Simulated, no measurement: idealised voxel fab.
The following process module bears the name voxel trench capacitor.
Square cell edge 5 nm, section width 290 nm, ID cut.
The cross-sections in this document take the form of a grid made of square cells. They are written out as bands, in order from top to bottom. Each band consists of one or more rows of cells.
First you get the band's top height and its bottom height, in nm, and then the materials it's made of, left to right, with each width in nm. If you see a single material with "throughout", that one covers the band edge to edge. "blank" is empty space.
Heights are reckoned from 0. Under this level, the received wafer is all of one material. The bottommost band is open-ended downward, for example "top 0, no bottom".
A two-number width, for instance "30 to 40", indicates that the width is equal to the first number in the top row of the band and to the second number in the bottom row, and that it changes by a constant amount per row of cells.
A step reported as "all unchanged" is a step in which no cell of the cross-section changed.
Under "Cavities, closed" you'll find the enclosed gaps, the ones with no way out to the top, that are 8 cells or bigger; each reads width x height at distance, with distance counted from the left edge, everything in nm.
Heads up: the bit after the settings on a step's line is the simulator's remark on that step.
The setting "overlay nm" may be written on the line of a step. When the step uses a mask, the value reports how far to the right of the planned place the mask lay, and a negative value reports that it lay to the left.
Below you will find pairs of cross-sections. In each, one shows the wafer before one process step and the other after it, with the after view ending at the lowest band that changed. Under each pair is the step separating them, along with its settings. Do not assume the pairs form a chain: they can come from different runs of this module on the same starting wafer, and a pair continues from the pair above it only when its "Incoming profile" entry says so.
# Incoming profile
- top 55, bottom 25 | 65 of resist; 25 of blank; 25 of resist; 25 of blank; 25 of resist; 25 of blank; 25 of resist; 25 of blank; 50 of resist
- top 25, bottom 10 | aC throughout
- top 10, bottom 0 | SiN throughout
- top 0, no bottom | Si throughout
- Cavities, closed: none
# Cross-Section After Step
- top 40, bottom 25 | 65 of resist; 25 of blank; 25 of resist; 25 of blank; 25 of resist; 25 of blank; 25 of resist; 25 of blank; 50 of resist
- top 25, bottom 10 | 65 of aC; 25 of blank; 25 of aC; 25 of blank; 25 of aC; 25 of blank; 25 of aC; 25 of blank; 50 of aC
- Rest of section, below 10: as before.
- Cavities, closed: none
Step applied between the pre-step and post-step cross-sections shown above: DIRECTIONAL_ETCH: etch materials aC, depth nm 15
Incoming profile: no separate figure, the pair right above already shows it after its step.
# Cross-Section After Step
- top 25, bottom 10 | 65 of aC; 25 of blank; 25 of aC; 25 of blank; 25 of aC; 25 of blank; 25 of aC; 25 of blank; 50 of aC
- Rest of section, below 10: as before.
- Cavities, closed: none
Step applied between the pre-step and post-step cross-sections shown above: STRIP: etch materials resist
Incoming profile: no separate figure, the pair right above already shows it after its step.
# Cross-Section After Step
- top 25, bottom 10 | 65 of aC; 25 of blank; 25 of aC; 25 of blank; 25 of aC; 25 of blank; 25 of aC; 25 of blank; 50 of aC
- top 10, bottom 0 | 65 of SiN; 25 of blank; 25 of SiN; 25 of blank; 25 of SiN; 25 of blank; 25 of SiN; 25 of blank; 50 of SiN
- Rest of section, below 0: as before.
- Cavities, closed: none
Step applied between the pre-step and post-step cross-sections shown above: DIRECTIONAL_ETCH: etch materials SiN, depth nm 10
Incoming profile: no separate figure, the pair right above already shows it after its step.
# Cross-Section After Step
- top 25, bottom 10 | 65 of aC; 25 of blank; 25 of aC; 25 of blank; 25 of aC; 25 of blank; 25 of aC; 25 of blank; 50 of aC
- top 10, bottom 0 | 65 of SiN; 25 of blank; 25 of SiN; 25 of blank; 25 of SiN; 25 of blank; 25 of SiN; 25 of blank; 50 of SiN
- top 0, bottom -40 | 65 of Si; 25 of blank; 25 of Si; 25 of blank; 25 of Si; 25 of blank; 25 of Si; 25 of blank; 50 of Si
- Rest of section, below -40: as before.
- Cavities, closed: none
Step applied between the pre-step and post-step cross-sections shown above: DIRECTIONAL_ETCH: etch materials Si, depth nm 40
Incoming profile: no separate figure, the pair right above already shows it after its step.
# Cross-Section After Step
- top 10, bottom 0 | 65 of SiN; 25 of blank; 25 of SiN; 25 of blank; 25 of SiN; 25 of blank; 25 of SiN; 25 of blank; 50 of SiN
- Rest of section, below 0: as before.
- Cavities, closed: none
Step applied between the pre-step and post-step cross-sections shown above: STRIP: etch materials aC
Incoming profile: no separate figure, the pair right above already shows it after its step.
# Cross-Section After Step
- top 15, bottom 10 | 70 of HfO2; 15 of blank; 35 of HfO2; 15 of blank; 35 of HfO2; 15 of blank; 35 of HfO2; 15 of blank; 55 of HfO2
- top 10, bottom 0 | 65 of SiN; 5 of HfO2; 15 of blank; 5 of HfO2; 25 of SiN; 5 of HfO2; 15 of blank; 5 of HfO2; 25 of SiN; 5 of HfO2; 15 of blank; 5 of HfO2; 25 of SiN; 5 of HfO2; 15 of blank; 5 of HfO2; 50 of SiN
- top 0, bottom -35 | 65 of Si; 5 of HfO2; 15 of blank; 5 of HfO2; 25 of Si; 5 of HfO2; 15 of blank; 5 of HfO2; 25 of Si; 5 of HfO2; 15 of blank; 5 of HfO2; 25 of Si; 5 of HfO2; 15 of blank; 5 of HfO2; 50 of Si
- top -35, bottom -40 | 65 of Si; 25 of HfO2; 25 of Si; 25 of HfO2; 25 of Si; 25 of HfO2; 25 of Si; 25 of HfO2; 50 of Si
- Rest of section, below -40: as before.
- Cavities, closed: none
Step applied between the pre-step and post-step cross-sections shown above: CONFORMAL_DEP: material HfO2, thk nm 5
Incoming profile: no separate figure, the pair right above already shows it after its step.
# Cross-Section After Step
- top 20, bottom 15 | 75 of TiN; 5 of blank; 45 of TiN; 5 of blank; 45 of TiN; 5 of blank; 45 of TiN; 5 of blank; 60 of TiN
- top 15, bottom 10 | 70 of HfO2; 5 of TiN; 5 of blank; 5 of TiN; 35 of HfO2; 5 of TiN; 5 of blank; 5 of TiN; 35 of HfO2; 5 of TiN; 5 of blank; 5 of TiN; 35 of HfO2; 5 of TiN; 5 of blank; 5 of TiN; 55 of HfO2
- top 10, bottom 0 | 65 of SiN; 5 of HfO2; 5 of TiN; 5 of blank; 5 of TiN; 5 of HfO2; 25 of SiN; 5 of HfO2; 5 of TiN; 5 of blank; 5 of TiN; 5 of HfO2; 25 of SiN; 5 of HfO2; 5 of TiN; 5 of blank; 5 of TiN; 5 of HfO2; 25 of SiN; 5 of HfO2; 5 of TiN; 5 of blank; 5 of TiN; 5 of HfO2; 50 of SiN
- top 0, bottom -30 | 65 of Si; 5 of HfO2; 5 of TiN; 5 of blank; 5 of TiN; 5 of HfO2; 25 of Si; 5 of HfO2; 5 of TiN; 5 of blank; 5 of TiN; 5 of HfO2; 25 of Si; 5 of HfO2; 5 of TiN; 5 of blank; 5 of TiN; 5 of HfO2; 25 of Si; 5 of HfO2; 5 of TiN; 5 of blank; 5 of TiN; 5 of HfO2; 50 of Si
- top -30, bottom -35 | 65 of Si; 5 of HfO2; 15 of TiN; 5 of HfO2; 25 of Si; 5 of HfO2; 15 of TiN; 5 of HfO2; 25 of Si; 5 of HfO2; 15 of TiN; 5 of HfO2; 25 of Si; 5 of HfO2; 15 of TiN; 5 of HfO2; 50 of Si
- Rest of section, below -35: as before.
- Cavities, closed: none
Step applied between the pre-step and post-step cross-sections shown above: CONFORMAL_DEP: material TiN, thk nm 5
Incoming profile: no separate figure, the pair right above already shows it after its step.
# Cross-Section After Step
- top 25, bottom 20 | W throughout
- top 20, bottom 15 | 75 of TiN; 5 of W; 45 of TiN; 5 of W; 45 of TiN; 5 of W; 45 of TiN; 5 of W; 60 of TiN
- top 15, bottom 10 | 70 of HfO2; 5 of TiN; 5 of W; 5 of TiN; 35 of HfO2; 5 of TiN; 5 of W; 5 of TiN; 35 of HfO2; 5 of TiN; 5 of W; 5 of TiN; 35 of HfO2; 5 of TiN; 5 of W; 5 of TiN; 55 of HfO2
- top 10, bottom 0 | 65 of SiN; 5 of HfO2; 5 of TiN; 5 of W; 5 of TiN; 5 of HfO2; 25 of SiN; 5 of HfO2; 5 of TiN; 5 of W; 5 of TiN; 5 of HfO2; 25 of SiN; 5 of HfO2; 5 of TiN; 5 of W; 5 of TiN; 5 of HfO2; 25 of SiN; 5 of HfO2; 5 of TiN; 5 of W; 5 of TiN; 5 of HfO2; 50 of SiN
- top 0, bottom -30 | 65 of Si; 5 of HfO2; 5 of TiN; 5 of W; 5 of TiN; 5 of HfO2; 25 of Si; 5 of HfO2; 5 of TiN; 5 of W; 5 of TiN; 5 of HfO2; 25 of Si; 5 of HfO2; 5 of TiN; 5 of W; 5 of TiN; 5 of HfO2; 25 of Si; 5 of HfO2; 5 of TiN; 5 of W; 5 of TiN; 5 of HfO2; 50 of Si
- Rest of section, below -30: as before.
- Cavities, closed: none
Step applied between the pre-step and post-step cross-sections shown above: FILL_DEP: material W, thk nm 5
Incoming profile: no separate figure, the pair right above already shows it after its step.
# Cross-Section After Step
- top 10, bottom 0 | 65 of SiN; 5 of HfO2; 5 of TiN; 5 of W; 5 of TiN; 5 of HfO2; 25 of SiN; 5 of HfO2; 5 of TiN; 5 of W; 5 of TiN; 5 of HfO2; 25 of SiN; 5 of HfO2; 5 of TiN; 5 of W; 5 of TiN; 5 of HfO2; 25 of SiN; 5 of HfO2; 5 of TiN; 5 of W; 5 of TiN; 5 of HfO2; 50 of SiN
- Rest of section, below 0: as before.
- Cavities, closed: none
Step applied between the pre-step and post-step cross-sections shown above: CMP: height nm 10
# Incoming profile
- top 10, bottom 0 | 55 of SiN; 25 of blank; 25 of SiN; 25 of blank; 25 of SiN; 25 of blank; 25 of SiN; 25 of blank; 60 of SiN
- top 0, bottom -40 | 55 of Si; 25 of blank; 25 of Si; 25 of blank; 25 of Si; 25 of blank; 25 of Si; 25 of blank; 60 of Si
- top -40, no bottom | Si throughout
- Cavities, closed: none
# Cross-Section After Step
- top 15, bottom 0 | 60 of SiN; 15 of blank; 35 of SiN; 15 of blank; 35 of SiN; 15 of blank; 35 of SiN; 15 of blank; 65 of SiN
- top 0, bottom -35 | 55 of Si; 5 of SiN; 15 of blank; 5 of SiN; 25 of Si; 5 of SiN; 15 of blank; 5 of SiN; 25 of Si; 5 of SiN; 15 of blank; 5 of SiN; 25 of Si; 5 of SiN; 15 of blank; 5 of SiN; 60 of Si
- top -35, bottom -40 | 55 of Si; 25 of SiN; 25 of Si; 25 of SiN; 25 of Si; 25 of SiN; 25 of Si; 25 of SiN; 60 of Si
- Rest of section, below -40: as before.
- Cavities, closed: none
Step applied between the pre-step and post-step cross-sections shown above: CONFORMAL_DEP: material SiN, thk nm 5
Incoming profile: no separate figure, the pair right above already shows it after its step.
# Cross-Section After Step
- top 20, bottom 15 | 65 of TiN; 5 of blank; 45 of TiN; 5 of blank; 45 of TiN; 5 of blank; 45 of TiN; 5 of blank; 70 of TiN
- top 15, bottom 0 | 60 of SiN; 5 of TiN; 5 of blank; 5 of TiN; 35 of SiN; 5 of TiN; 5 of blank; 5 of TiN; 35 of SiN; 5 of TiN; 5 of blank; 5 of TiN; 35 of SiN; 5 of TiN; 5 of blank; 5 of TiN; 65 of SiN
- top 0, bottom -30 | 55 of Si; 5 of SiN; 5 of TiN; 5 of blank; 5 of TiN; 5 of SiN; 25 of Si; 5 of SiN; 5 of TiN; 5 of blank; 5 of TiN; 5 of SiN; 25 of Si; 5 of SiN; 5 of TiN; 5 of blank; 5 of TiN; 5 of SiN; 25 of Si; 5 of SiN; 5 of TiN; 5 of blank; 5 of TiN; 5 of SiN; 60 of Si
- top -30, bottom -35 | 55 of Si; 5 of SiN; 15 of TiN; 5 of SiN; 25 of Si; 5 of SiN; 15 of TiN; 5 of SiN; 25 of Si; 5 of SiN; 15 of TiN; 5 of SiN; 25 of Si; 5 of SiN; 15 of TiN; 5 of SiN; 60 of Si
- Rest of section, below -35: as before.
- Cavities, closed: none
Step applied between the pre-step and post-step cross-sections shown above: CONFORMAL_DEP: material TiN, thk nm 5
Incoming profile: no separate figure, the pair right above already shows it after its step.
# Cross-Section After Step
- top 25, bottom 20 | W throughout
- top 20, bottom 15 | 65 of TiN; 5 of W; 45 of TiN; 5 of W; 45 of TiN; 5 of W; 45 of TiN; 5 of W; 70 of TiN
- top 15, bottom 0 | 60 of SiN; 5 of TiN; 5 of W; 5 of TiN; 35 of SiN; 5 of TiN; 5 of W; 5 of TiN; 35 of SiN; 5 of TiN; 5 of W; 5 of TiN; 35 of SiN; 5 of TiN; 5 of W; 5 of TiN; 65 of SiN
- top 0, bottom -30 | 55 of Si; 5 of SiN; 5 of TiN; 5 of W; 5 of TiN; 5 of SiN; 25 of Si; 5 of SiN; 5 of TiN; 5 of W; 5 of TiN; 5 of SiN; 25 of Si; 5 of SiN; 5 of TiN; 5 of W; 5 of TiN; 5 of SiN; 25 of Si; 5 of SiN; 5 of TiN; 5 of W; 5 of TiN; 5 of SiN; 60 of Si
- Rest of section, below -30: as before.
- Cavities, closed: none
Step applied between the pre-step and post-step cross-sections shown above: FILL_DEP: material W, thk nm 5
Incoming profile: no separate figure, the pair right above already shows it after its step.
# Cross-Section After Step
- top 10, bottom 0 | 60 of SiN; 5 of TiN; 5 of W; 5 of TiN; 35 of SiN; 5 of TiN; 5 of W; 5 of TiN; 35 of SiN; 5 of TiN; 5 of W; 5 of TiN; 35 of SiN; 5 of TiN; 5 of W; 5 of TiN; 65 of SiN
- Rest of section, below 0: as before.
- Cavities, closed: none
Step applied between the pre-step and post-step cross-sections shown above: CMP: height nm 10
# Incoming profile
- top 25, bottom 10 | aC throughout
- top 10, bottom 0 | SiN throughout
- top 0, no bottom | Si throughout
- Cavities, closed: none
# Cross-Section After Step
- top 55, bottom 25 | 55 of blank; 25 of resist; 25 of blank; 25 of resist; 25 of blank; 25 of resist; 25 of blank; 25 of resist; 60 of blank
- Rest of section, below 25: as before.
- Cavities, closed: none
Step applied between the pre-step and post-step cross-sections shown above: PATTERN: tone cover, mask id TRENCH, material resist, width nm 25, pitch nm 50, thk nm 30, overlay nm 0
Incoming profile: no separate figure, the pair right above already shows it after its step.
# Cross-Section After Step
- top 40, bottom 25 | 55 of blank; 25 of resist; 25 of blank; 25 of resist; 25 of blank; 25 of resist; 25 of blank; 25 of resist; 60 of blank
- top 25, bottom 10 | 55 of blank; 25 of aC; 25 of blank; 25 of aC; 25 of blank; 25 of aC; 25 of blank; 25 of aC; 60 of blank
- Rest of section, below 10: as before.
- Cavities, closed: none
Step applied between the pre-step and post-step cross-sections shown above: DIRECTIONAL_ETCH: etch materials aC, depth nm 15
Incoming profile: no separate figure, the pair right above already shows it after its step.
# Cross-Section After Step
- top 25, bottom 10 | 55 of blank; 25 of aC; 25 of blank; 25 of aC; 25 of blank; 25 of aC; 25 of blank; 25 of aC; 60 of blank
- Rest of section, below 10: as before.
- Cavities, closed: none
Step applied between the pre-step and post-step cross-sections shown above: STRIP: etch materials resist
Incoming profile: no separate figure, the pair right above already shows it after its step.
# Cross-Section After Step
- top 25, bottom 10 | 55 of blank; 25 of aC; 25 of blank; 25 of aC; 25 of blank; 25 of aC; 25 of blank; 25 of aC; 60 of blank
- top 10, bottom 0 | 55 of blank; 25 of SiN; 25 of blank; 25 of SiN; 25 of blank; 25 of SiN; 25 of blank; 25 of SiN; 60 of blank
- Rest of section, below 0: as before.
- Cavities, closed: none
Step applied between the pre-step and post-step cross-sections shown above: DIRECTIONAL_ETCH: etch materials SiN, depth nm 10
Incoming profile: no separate figure, the pair right above already shows it after its step.
# Cross-Section After Step
- top 25, bottom 10 | 55 of blank; 25 of aC; 25 of blank; 25 of aC; 25 of blank; 25 of aC; 25 of blank; 25 of aC; 60 of blank
- top 10, bottom 0 | 55 of blank; 25 of SiN; 25 of blank; 25 of SiN; 25 of blank; 25 of SiN; 25 of blank; 25 of SiN; 60 of blank
- top 0, bottom -40 | 55 of blank; 25 of Si; 25 of blank; 25 of Si; 25 of blank; 25 of Si; 25 of blank; 25 of Si; 60 of blank
- Rest of section, below -40: as before.
- Cavities, closed: none
Step applied between the pre-step and post-step cross-sections shown above: DIRECTIONAL_ETCH: etch materials Si, depth nm 40
Incoming profile: no separate figure, the pair right above already shows it after its step.
# Cross-Section After Step
- top 10, bottom 0 | 55 of blank; 25 of SiN; 25 of blank; 25 of SiN; 25 of blank; 25 of SiN; 25 of blank; 25 of SiN; 60 of blank
- Rest of section, below 0: as before.
- Cavities, closed: none
Step applied between the pre-step and post-step cross-sections shown above: STRIP: etch materials aC
Incoming profile: no separate figure, the pair right above already shows it after its step.
# Cross-Section After Step
- top 15, bottom 10 | 50 of blank; 35 of HfO2; 15 of blank; 35 of HfO2; 15 of blank; 35 of HfO2; 15 of blank; 35 of HfO2; 55 of blank
- top 10, bottom 0 | 50 of blank; 5 of HfO2; 25 of SiN; 5 of HfO2; 15 of blank; 5 of HfO2; 25 of SiN; 5 of HfO2; 15 of blank; 5 of HfO2; 25 of SiN; 5 of HfO2; 15 of blank; 5 of HfO2; 25 of SiN; 5 of HfO2; 55 of blank
- top 0, bottom -35 | 50 of blank; 5 of HfO2; 25 of Si; 5 of HfO2; 15 of blank; 5 of HfO2; 25 of Si; 5 of HfO2; 15 of blank; 5 of HfO2; 25 of Si; 5 of HfO2; 15 of blank; 5 of HfO2; 25 of Si; 5 of HfO2; 55 of blank
- top -35, bottom -40 | 55 of HfO2; 25 of Si; 25 of HfO2; 25 of Si; 25 of HfO2; 25 of Si; 25 of HfO2; 25 of Si; 60 of HfO2
- Rest of section, below -40: as before.
- Cavities, closed: none
Step applied between the pre-step and post-step cross-sections shown above: CONFORMAL_DEP: material HfO2, thk nm 5
Incoming profile: no separate figure, the pair right above already shows it after its step.
# Cross-Section After Step
- top 20, bottom 15 | 45 of blank; 45 of TiN; 5 of blank; 45 of TiN; 5 of blank; 45 of TiN; 5 of blank; 45 of TiN; 50 of blank
- top 15, bottom 10 | 45 of blank; 5 of TiN; 35 of HfO2; 5 of TiN; 5 of blank; 5 of TiN; 35 of HfO2; 5 of TiN; 5 of blank; 5 of TiN; 35 of HfO2; 5 of TiN; 5 of blank; 5 of TiN; 35 of HfO2; 5 of TiN; 50 of blank
- top 10, bottom 0 | 45 of blank; 5 of TiN; 5 of HfO2; 25 of SiN; 5 of HfO2; 5 of TiN; 5 of blank; 5 of TiN; 5 of HfO2; 25 of SiN; 5 of HfO2; 5 of TiN; 5 of blank; 5 of TiN; 5 of HfO2; 25 of SiN; 5 of HfO2; 5 of TiN; 5 of blank; 5 of TiN; 5 of HfO2; 25 of SiN; 5 of HfO2; 5 of TiN; 50 of blank
- top 0, bottom -30 | 45 of blank; 5 of TiN; 5 of HfO2; 25 of Si; 5 of HfO2; 5 of TiN; 5 of blank; 5 of TiN; 5 of HfO2; 25 of Si; 5 of HfO2; 5 of TiN; 5 of blank; 5 of TiN; 5 of HfO2; 25 of Si; 5 of HfO2; 5 of TiN; 5 of blank; 5 of TiN; 5 of HfO2; 25 of Si; 5 of HfO2; 5 of TiN; 50 of blank
- top -30, bottom -35 | 50 of TiN; 5 of HfO2; 25 of Si; 5 of HfO2; 15 of TiN; 5 of HfO2; 25 of Si; 5 of HfO2; 15 of TiN; 5 of HfO2; 25 of Si; 5 of HfO2; 15 of TiN; 5 of HfO2; 25 of Si; 5 of HfO2; 55 of TiN
- Rest of section, below -35: as before.
- Cavities, closed: none
Step applied between the pre-step and post-step cross-sections shown above: CONFORMAL_DEP: material TiN, thk nm 5
Incoming profile: no separate figure, the pair right above already shows it after its step.
# Cross-Section After Step
- top 25, bottom 20 | W throughout
- top 20, bottom 15 | 45 of W; 45 of TiN; 5 of W; 45 of TiN; 5 of W; 45 of TiN; 5 of W; 45 of TiN; 50 of W
- top 15, bottom 10 | 45 of W; 5 of TiN; 35 of HfO2; 5 of TiN; 5 of W; 5 of TiN; 35 of HfO2; 5 of TiN; 5 of W; 5 of TiN; 35 of HfO2; 5 of TiN; 5 of W; 5 of TiN; 35 of HfO2; 5 of TiN; 50 of W
- top 10, bottom 0 | 45 of W; 5 of TiN; 5 of HfO2; 25 of SiN; 5 of HfO2; 5 of TiN; 5 of W; 5 of TiN; 5 of HfO2; 25 of SiN; 5 of HfO2; 5 of TiN; 5 of W; 5 of TiN; 5 of HfO2; 25 of SiN; 5 of HfO2; 5 of TiN; 5 of W; 5 of TiN; 5 of HfO2; 25 of SiN; 5 of HfO2; 5 of TiN; 50 of W
- top 0, bottom -30 | 45 of W; 5 of TiN; 5 of HfO2; 25 of Si; 5 of HfO2; 5 of TiN; 5 of W; 5 of TiN; 5 of HfO2; 25 of Si; 5 of HfO2; 5 of TiN; 5 of W; 5 of TiN; 5 of HfO2; 25 of Si; 5 of HfO2; 5 of TiN; 5 of W; 5 of TiN; 5 of HfO2; 25 of Si; 5 of HfO2; 5 of TiN; 50 of W
- Rest of section, below -30: as before.
- Cavities, closed: none
Step applied between the pre-step and post-step cross-sections shown above: FILL_DEP: material W, thk nm 5
Incoming profile: no separate figure, the pair right above already shows it after its step.
# Cross-Section After Step
- top 10, bottom 0 | 45 of W; 5 of TiN; 5 of HfO2; 25 of SiN; 5 of HfO2; 5 of TiN; 5 of W; 5 of TiN; 5 of HfO2; 25 of SiN; 5 of HfO2; 5 of TiN; 5 of W; 5 of TiN; 5 of HfO2; 25 of SiN; 5 of HfO2; 5 of TiN; 5 of W; 5 of TiN; 5 of HfO2; 25 of SiN; 5 of HfO2; 5 of TiN; 50 of W
- Rest of section, below 0: as before.
- Cavities, closed: none
Step applied between the pre-step and post-step cross-sections shown above: CMP: height nm 10
